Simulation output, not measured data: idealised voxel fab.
Presented below is a process module, voxel ribs on slabs.
Square cells of 5 nm make up the cross-section cut, whose width is 280 nm.
Heads up, the way a cross-section reads in here is a grid of square cells, handed over as bands from the top down, with every band being one or more rows of cells.
Quick guide to a band line: top height, bottom height (nm) up front; then every material left to right with its width in nm. Only one material and it's marked "everywhere"? Then it fills the band edge to edge. And "empty" just means empty space.
Beneath 0, the wafer as received is one material, and that level is where height counting begins. The lowest band goes on downward without a bottom; it is written like "0 and below".
With a width like "30->40", each row of cells in the band differs from the next by the same amount, the top row carrying the first number and the bottom row the second.
"nothing changed" means the step left every cell of the cross-section as it was.
"Closed voids list": sealed empty spaces, 8 cells or more, no open way to top, listed width x height at distance, with distance from the left edge and width, height and distance in nm.
Formally, on a step line, whatever follows the settings is a remark that the simulator itself makes on the step.
Steps that use a mask can have "overlay nm" on their line. It says how far the mask sat to the right of where it was meant to be. Negative means to the left.

## Below is the list of planned process steps
| 1 | RECEIVE [material Si] |
| 2 | DIRECTIONAL_DEP [material SiO2] [thk nm 25] |
| 3 | DIRECTIONAL_DEP [material SiN] [thk nm 25] |
| 4 | MASKED_ETCH [tone cover] [mask id RIB] [width nm 15] [etch materials SiN] [depth nm 15] [overlay nm 0] |
| 5 | PATTERN [tone cover] [mask id SLAB] [material resist] [width nm 55] [thk nm 20] [overlay nm 0] |
| 6 | DIRECTIONAL_ETCH [etch materials SiN] [depth nm 10] |
| 7 | STRIP [etch materials resist] |
| 8 | FILL_DEP [material SiO2] [thk nm 20] |
| 9 | CMP [height nm 65] |
| 10 | DIRECTIONAL_DEP [material TiN] [thk nm 10] |
| 11 | DIRECTIONAL_DEP [material aC] [thk nm 15] |
| 12 | PATTERN [tone cover] [mask id HEATER] [material resist] [width nm 25] [thk nm 35] [overlay nm 0] |
| 13 | DIRECTIONAL_ETCH [etch materials aC] [depth nm 15] |
| 14 | STRIP [etch materials resist] |
| 15 | DIRECTIONAL_ETCH [etch materials TiN] [depth nm 10] |
| 16 | STRIP [etch materials aC] |
| 17 | CONFORMAL_DEP [material SiN] [thk nm 10] |

## Here's what the wafer looked like in cross-section when it arrived - that's after step 1
    0 and below  Si everywhere
    Closed voids list: none

## first wafer at the end, as planned
    85 down to 75  empty 115; SiN 45; empty 120
    75 down to 65  SiN 125; TiN 25; SiN 130
    65 down to 50  SiO2 everywhere
    50 down to 35  SiO2 130; SiN 15; SiO2 135
    35 down to 25  SiO2 110; SiN 55; SiO2 115
    25 down to 0  SiO2 everywhere
    0 and below  Si everywhere
    Closed voids list: none

## What the second wafer looks like in cross-section once the module is done. Its start and its plan matched the first wafer's exactly; what differed was one mistake in how it was run
    75 down to 65  empty 125; TiN 25; empty 130
    65 down to 50  SiO2 everywhere
    50 down to 35  SiO2 130; SiN 15; SiO2 135
    35 down to 25  SiO2 110; SiN 55; SiO2 115
    25 down to 0  SiO2 everywhere
    0 and below  Si everywhere
    Closed voids list: none
Error vs. plan: skipped: plan step 17 (never run)
The final cell counts differ between the wafers, with the second having more or fewer of some materials than the first: 120 fewer of SiN
